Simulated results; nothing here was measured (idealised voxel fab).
Proc. module: voxel air gaps
The width of the displayed cross-section, cut, is 215 nm; its cells are square, with a size of 5 nm.
Think of the cross-section as a grid of square cells. We describe it in bands, top to bottom, and each band covers one or more rows of those cells. For a band, the entry starts with two heights in nm, that of the top and then that of the bottom, and carries on with the band's materials in order from left to right, each alongside its width in nm; the word "all across" beside a single material means it fills the band edge to edge, and "empty" means empty space. Heights are reckoned from 0. Under this level, the received wafer is all of one material. The bottommost band is open-ended downward, for example "z 0 and below". A two-number width, for instance "30 to 40", indicates that the width is equal to the first number in the top row of the band and to the second number in the bottom row, and that it changes by a constant amount per row of cells. What does "nothing was modified" mean for a step? It means no cell of the cross-section changed in that step. Voids not open to the top, 8 cells minimum: see "Closed void listing". Written width x height at distance; distance is from the left edge; nm. Formally, on a step line, whatever follows the settings is a remark that the simulator itself makes on the step. overlay nm: how far to the right of its planned place the mask lay on this masked step (negative: to the left).
## Below is the list of planned process steps
| 1 | RECEIVE,material Si |
| 2 | CONFORMAL_DEP,material SiO2,thk nm 15 |
| 3 | CONFORMAL_DEP,material SiCN,thk nm 5 |
| 4 | DIRECTIONAL_DEP,material SiO2,thk nm 35 |
| 5 | DIRECTIONAL_DEP,material aC,thk nm 15 |
| 6 | PATTERN,tone open,mask id LINES,material resist,width nm 25,pitch nm 50,thk nm 30,overlay nm 0 |
| 7 | DIRECTIONAL_ETCH,etch materials aC,depth nm 15 |
| 8 | STRIP,etch materials resist |
| 9 | DIRECTIONAL_ETCH,etch materials SiO2,depth nm 35 |
| 10 | STRIP,etch materials aC |
| 11 | CONFORMAL_DEP,material TiN,thk nm 5 |
| 12 | FILL_DEP,material W,thk nm 5 |
| 13 | CMP,height nm 55 |
| 14 | EPI,material Ru,thk nm 10 |
| 15 | SELECTIVE_ETCH,etch materials SiO2,depth nm 45 |
| 16 | CONFORMAL_DEP,material SiCN,thk nm 5 |
## This is the cross-section of the wafer as we received it, i.e. after step 1
- z 0 and below: Si all across
- Closed void listing: none
## Final wafer profile in cross-section after the module, from the same start and plan as above, with one mistake made during processing
- z 60 to 50: SiCN all across
- z 50 to 0: SiO2 all across
- z 0 and below: Si all across
- Closed void listing: none
So what did we get wrong on this run? so 3 and 4 got swapped relative to the plan, each ran where the other was supposed to
